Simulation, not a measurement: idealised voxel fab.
process module | voxel double patterning
cross-section cut | 245 nm wide | cells 5 nm
A cross-section is a grid of square cells, given in bands from the top down. A band is one or more rows of cells.
Each band's line starts with the height of the band's top and of its bottom, in nm. Then come its materials from left to right, each with its width in nm. One material with "throughout" fills the band from edge to edge. "air" is empty space.
Height 0 is the level under which the wafer as received is all one material. The lowest band goes on downwards, as in "0 down".
A width such as "30 to 40" changes by the same amount from each row of cells to the next, from the band's top row to its bottom row.
"no change" after a step means that no cell of the cross-section changed.
closed voids: empty space of 8 cells or more with no open way to the top, each as width x height at its distance from the left edge, in nm
after a step's settings: what the simulator itself notes on the step
overlay nm, on a step with a mask: how far to the right of its planned place the mask lay; to the left if negative
plan
1 op RECEIVE | material Si
2 op CONFORMAL_DEP | material SiO2 | thk nm 10
3 op DIRECTIONAL_DEP | material W | thk nm 20
4 op DIRECTIONAL_DEP | material SiCN | thk nm 10
5 op MASKED_ETCH | tone open | mask id FIRST | width nm 15 | pitch nm 50 | etch materials SiCN | depth nm 10 | overlay nm 0
6 op MASKED_ETCH | tone open | mask id SECOND | width nm 15 | etch materials SiCN | depth nm 10 | overlay nm 0
7 op DIRECTIONAL_ETCH | etch materials W | depth nm 20
8 op STRIP | etch materials SiCN
varied across the wafers: width nm of step 6. The plan shows the first wafer's value. All wafers start alike
first wafer as received, after step 1
  0 down: Si throughout
  closed voids: none
first wafer at the end, after step 8
  30 to 10: W 90 | air 15 | W 10 | air 15 | W 10 | air 15 | W 90
  10 to 0: SiO2 throughout
  0 down: Si throughout
  closed voids: none
last wafer at the end
  30 to 10: W 90 | air 15 | W 5 | air 45 | W 90
  10 to 0: SiO2 throughout
  0 down: Si throughout
  closed voids: none
each wafer at the end: cells of each material gained (+) or lost (-) since it was received, then its closed voids
width nm 15 | +98 SiO2 | +160 W | closed voids: none
width nm 20 | +98 SiO2 | +156 W | closed voids: none
width nm 25 | +98 SiO2 | +152 W | closed voids: none
width nm 30 | +98 SiO2 | +148 W | closed voids: none
